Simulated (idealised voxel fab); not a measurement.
The document below concerns the process module designated voxel fin reveal.
FYI the section here is cut, 190 nm wide, cells are 5 nm squares.
In what follows, cross-sections appear as grids of square cells, described through bands that run from the top down, where every band is one or more rows of cells.
Each band's line starts with the height of the band's top and of its bottom, in nm. Then come its materials from left to right, each with its width in nm. One material with "all across" fills the band from edge to edge. "air" is empty space.
Below 0: as-received wafer, all one material; heights counted from there. Lowest band: no bottom, goes on down, written "0 nm and below".
A two-number width, for instance "30->40", indicates that the width is equal to the first number in the top row of the band and to the second number in the bottom row, and that it changes by a constant amount per row of cells.
Where the words "remained the same" appear for a step, the cross-section shows no cell changed by that step; every cell remained as before.
Each empty space that has no open way to the top and spans at least 8 cells appears under "Sealed voids" as width x height at distance, the distance counted from the left edge, all in nm.
Post-settings text on a step line: simulator's own remark regarding the step.
overlay nm: right-of-plan distance of the mask on a masked step; negative values mean left-of-plan.

THIS SECTION LISTS THE PROCESS STEPS THAT WERE PLANNED
1 RECEIVE, material Si
2 CONFORMAL_DEP, material SiN, thk nm 10
3 DIRECTIONAL_DEP, material aC, thk nm 10
4 PATTERN, tone cover, mask id FINS, material resist, width nm 15, pitch nm 40, thk nm 25, overlay nm 0
5 DIRECTIONAL_ETCH, etch materials aC, depth nm 10
6 STRIP, etch materials resist
7 DIRECTIONAL_ETCH, etch materials SiN, depth nm 10
8 DIRECTIONAL_ETCH, etch materials Si, depth nm 30
9 STRIP, etch materials aC
10 FILL_DEP, material SiO2, thk nm 10
11 CMP, height nm 10
12 SELECTIVE_ETCH, etch materials SiO2, depth nm 20
13 STRIP, etch materials SiN
14 CONFORMAL_DEP, material SiO2, thk nm 5

AS-RECEIVED WAFER CROSS-SECTION (AFTER STEP 1)
- 0 nm and below  Si all across
- Sealed voids: none

FIRST OF TWO WAFERS AT THE END OF THE MODULE, SHOWN IN CROSS-SECTION; RUN CARRIED OUT AS PLANNED
- 5 nm to 0 nm  air: 60, SiO2: 25, air: 15, SiO2: 25, air: 65
- 0 nm to -5 nm  air: 60, SiO2: 5, Si: 15, SiO2: 5, air: 15, SiO2: 5, Si: 15, SiO2: 5, air: 65
- -5 nm to -30 nm  SiO2: 65, Si: 15, SiO2: 25, Si: 15, SiO2: 70
- -30 nm and below  Si all across
- Sealed voids: none

WAFER TWO (OF TWO), END-OF-MODULE CROSS-SECTION: START = WAFER ONE, PLAN = WAFER ONE, ONE RUN MISTAKE
- 5 nm to 0 nm  air: 60, SiO2: 25, air: 15, SiO2: 25, air: 65
- 0 nm to -5 nm  air: 60, SiO2: 5, Si: 15, SiO2: 5, air: 15, SiO2: 5, Si: 15, SiO2: 5, air: 65
- -5 nm to -25 nm  SiO2: 65, Si: 15, SiO2: 25, Si: 15, SiO2: 70
- -25 nm and below  Si all across
- Sealed voids: none
What went wrong in running the wafer? step 8 off recipe, ran as DIRECTIONAL_ETCH, etch materials Si, depth nm 25
End of process, cell counts, second wafer against first, materials with more or fewer: Si +32; SiO2 -32
